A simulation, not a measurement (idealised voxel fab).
process module | voxel transistor to metal
Shown is cross-section cut, with a width of 140 nm and square cells of size 5 nm.
Cross-section format: a grid of square cells, given as bands from top to bottom; each band is one or more rows of cells.
Top, bottom (nm), then materials left to right with widths (nm); lone material tagged "throughout" fills the whole band edge to edge; "air" = empty space.
Height reference: 0 = level under which incoming wafer is all one material. Lowest band: no bottom, runs on downward, e.g. "0 -> down".
Width: "30->40" (first number = top row, second number = bottom row, same change from row to row of cells).
"no change" (step): cross-section cells unchanged, all of them.
Tabulated closed voids: empty space of 8 cells or more with no open way to the top, each as width x height at its distance from the left edge, in nm
Past the settings on a step's line: simulator remark, on that step.
overlay nm: for a step with a mask, the amount by which the mask lay right of where it was planned; a negative amount means left of it.
**Steps planned for the process**
step 1: RECEIVE,material Si
step 2: OXIDIZE,depth nm 5
step 3: CONFORMAL_DEP,material SiN,thk nm 10
step 4: MASKED_ETCH,tone cover,mask id ACTIVE,width nm 105,etch materials SiN,depth nm 10,overlay nm 0
step 5: MASKED_ETCH,tone cover,mask id ACTIVE,width nm 105,etch materials SiO2,depth nm 5,overlay nm 0
step 6: MASKED_ETCH,tone cover,mask id ACTIVE,width nm 105,etch materials Si,depth nm 30,overlay nm 0
step 7: OXIDIZE,depth nm 5
step 8: FILL_DEP,material SiO2,thk nm 15
step 9: CMP,height nm 10
step 10: SELECTIVE_ETCH,etch materials SiO2,depth nm 5
step 11: STRIP,etch materials SiN
step 12: SELECTIVE_ETCH,etch materials SiO2,depth nm 5
step 13: OXIDIZE,depth nm 5
step 14: DIRECTIONAL_DEP,material polySi,thk nm 20
step 15: DIRECTIONAL_DEP,material SiCN,thk nm 15
step 16: DIRECTIONAL_DEP,material aC,thk nm 10
step 17: PATTERN,tone cover,mask id GATE,material resist,width nm 25,thk nm 25,overlay nm 0
step 18: DIRECTIONAL_ETCH,etch materials aC,depth nm 10
step 19: STRIP,etch materials resist
step 20: DIRECTIONAL_ETCH,etch materials SiCN,depth nm 25
step 21: DIRECTIONAL_ETCH,etch materials polySi,depth nm 30
step 22: STRIP,etch materials aC
step 23: CONFORMAL_DEP,material SiN,thk nm 5
step 24: DIRECTIONAL_ETCH,etch materials SiN,depth nm 5
step 25: DIRECTIONAL_ETCH,etch materials SiO2,depth nm 5
step 26: DIRECTIONAL_ETCH,etch materials Si,depth nm 5
step 27: EPI,material pSi,thk nm 10
step 28: FILL_DEP,material SiO2,thk nm 10
step 29: CMP,height nm 15
step 30: STRIP,etch materials polySi
step 31: SELECTIVE_ETCH,etch materials SiO2,depth nm 5
step 32: CONFORMAL_DEP,material HfO2,thk nm 5
step 33: CONFORMAL_DEP,material TiN,thk nm 5
step 34: FILL_DEP,material W,thk nm 5
step 35: CMP,height nm 10
step 36: DIRECTIONAL_DEP,material SiO2,thk nm 10
step 37: PATTERN,tone open,mask id CONTACT,material resist,width nm 15,pitch nm 80,thk nm 15,overlay nm 0
step 38: DIRECTIONAL_ETCH,etch materials SiO2,depth nm 25
step 39: STRIP,etch materials resist
step 40: CONFORMAL_DEP,material TiN,thk nm 5
step 41: FILL_DEP,material Ru,thk nm 10
step 42: CMP,height nm 20
step 43: CONFORMAL_DEP,material SiCN,thk nm 5
step 44: DIRECTIONAL_DEP,material lowk,thk nm 20
step 45: DIRECTIONAL_DEP,material aC,thk nm 15
step 46: PATTERN,tone open,mask id METAL_1,material resist,width nm 15,pitch nm 80,thk nm 30,overlay nm 0
step 47: DIRECTIONAL_ETCH,etch materials aC,depth nm 15
step 48: STRIP,etch materials resist
step 49: DIRECTIONAL_ETCH,etch materials lowk,depth nm 20
step 50: DIRECTIONAL_ETCH,etch materials SiCN,depth nm 5
step 51: STRIP,etch materials aC
step 52: CONFORMAL_DEP,material TiN,thk nm 5
step 53: FILL_DEP,material Cu,thk nm 5
step 54: CMP,height nm 45
step 55: CONFORMAL_DEP,material SiCN,thk nm 5
step 56: DIRECTIONAL_DEP,material lowk,thk nm 35
step 57: PATTERN,tone open,mask id METAL_2,material resist,width nm 15,pitch nm 80,thk nm 15,overlay nm 0
step 58: DIRECTIONAL_ETCH,etch materials lowk,depth nm 20
step 59: STRIP,etch materials resist
step 60: MASKED_ETCH,tone open,mask id METAL_2_HOLES,width nm 15,pitch nm 80,etch materials lowk,depth nm 15,overlay nm 0
step 61: MASKED_ETCH,tone open,mask id METAL_2_HOLES,width nm 15,pitch nm 80,etch materials SiCN,depth nm 5,overlay nm 0
step 62: CONFORMAL_DEP,material TiN,thk nm 5
step 63: FILL_DEP,material Ru,thk nm 10
step 64: CMP,height nm 85
step 65: CONFORMAL_DEP,material SiCN,thk nm 5
**Wafer cross-section on receipt, i.e. after step 1**
  0 -> down  Si throughout
  Tabulated closed voids: none
**Starting structure and process plan are as shown above, but one mistake was made in running the module; the wafer cross-section at the end of the module follows**
  95 -> 90  SiCN throughout
  90 -> 85  25 nm TiN, 5 nm Ru, 75 nm TiN, 5 nm Ru, 30 nm TiN
  85 -> 50  20 nm lowk, 5 nm TiN, 5 nm Ru, 5 nm TiN, 65 nm lowk, 5 nm TiN, 5 nm Ru, 5 nm TiN, 25 nm lowk
  50 -> 45  20 nm SiCN, 15 nm TiN, 65 nm SiCN, 15 nm TiN, 25 nm SiCN
  45 -> 25  20 nm lowk, 5 nm TiN, 5 nm Cu, 5 nm TiN, 65 nm lowk, 5 nm TiN, 5 nm Cu, 5 nm TiN, 25 nm lowk
  25 -> 20  20 nm SiCN, 15 nm TiN, 65 nm SiCN, 15 nm TiN, 25 nm SiCN
  20 -> 10  20 nm SiO2, 5 nm TiN, 5 nm Ru, 5 nm TiN, 65 nm SiO2, 5 nm TiN, 5 nm Ru, 5 nm TiN, 25 nm SiO2
  10 -> 0  20 nm SiO2, 5 nm TiN, 5 nm Ru, 5 nm TiN, 15 nm SiO2, 5 nm SiN, 5 nm HfO2, 5 nm TiN, 5 nm W, 5 nm TiN, 5 nm HfO2, 5 nm SiN, 15 nm SiO2, 5 nm TiN, 5 nm Ru, 5 nm TiN, 25 nm SiO2
  0 -> -5  10 nm SiO2, 5 nm SiN, 5 nm SiO2, 15 nm TiN, 5 nm SiO2, 10 nm pSi, 5 nm SiN, 5 nm HfO2, 15 nm TiN, 5 nm HfO2, 5 nm SiN, 10 nm pSi, 5 nm SiO2, 15 nm TiN, 5 nm SiO2, 5 nm SiN, 15 nm SiO2
  -5 -> -10  15 nm SiO2, 35 nm pSi, 35 nm HfO2, 35 nm pSi, 20 nm SiO2
  -10 -> -15  20 nm SiO2, 30 nm pSi, 35 nm Si, 30 nm pSi, 25 nm SiO2
  -15 -> -40  20 nm SiO2, 95 nm Si, 25 nm SiO2
  -40 -> down  Si throughout
  Tabulated closed voids: none
Want to know what went wrong? the process deviated at step 64: the operation and settings actually run there were CMP,height nm 90
